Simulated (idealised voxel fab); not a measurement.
Module name: voxel local oxidation (process module)
We display cut, a cross-section 265 nm in width whose square cells are each 5 nm.
Notation: cross-section as square-cell grid; stated in bands, top first, going down; one or more cell rows per band. The entry gives the band's vertical extent as a top height and a bottom height in nm, then its horizontal make-up as materials from left to right, each with a width in nm. "air" stands for empty space; a single material marked "all across" fills the band edge to edge. Below 0: as-received wafer, all one material; heights counted from there. Lowest band: no bottom, goes on down, written "from 0 down". A width given as "30..40" starts at the first number in the band's top row and ends at the second number in its bottom row, shifting by an equal amount at every step from row to row. Given "no modification" for a step, no cell of the cross-section differs between before and after that step. Listed in "Voids, enclosed": every empty space of 8 or more cells without an open way to the top. Form: width x height at distance, the distance being from the left edge, all in nm. What comes after the settings on a step's line is commentary from the simulator itself on that step. overlay nm: where the mask lay relative to plan, measured to the right, on steps with a mask; negatives go left.

[This section lists the process steps that were planned]
1,RECEIVE: material Si
2,CONFORMAL_DEP: material SiO2, thk nm 5
3,CONFORMAL_DEP: material SiN, thk nm 15
4,DIRECTIONAL_DEP: material aC, thk nm 15
5,PATTERN: tone cover, mask id ACTIVE, material resist, width nm 115, thk nm 35, overlay nm 0
6,DIRECTIONAL_ETCH: etch materials aC, depth nm 15
7,STRIP: etch materials resist
8,DIRECTIONAL_ETCH: etch materials SiN, depth nm 15
9,STRIP: etch materials aC
10,SELECTIVE_ETCH: etch materials SiO2, depth nm 5
11,OXIDIZE: depth nm 10
12,STRIP: etch materials SiN

[Cross-sectional view of the wafer in its as-received condition, corresponding to the state after step 1]
* from 0 down  Si all across
* Voids, enclosed: none

[Same starting wafer, same plan as above, one mistake in the execution; this is the cross-section at the end of the module]
* from 5 to 0  80 nm air, then 105 nm SiO2, then 80 nm air
* from 0 to -20  100 nm SiO2, then 65 nm Si, then 100 nm SiO2
* from -20 down  Si all across
* Voids, enclosed: none
Want to know what went wrong? step 11 did not use the planned setting and instead ran as OXIDIZE: depth nm 20
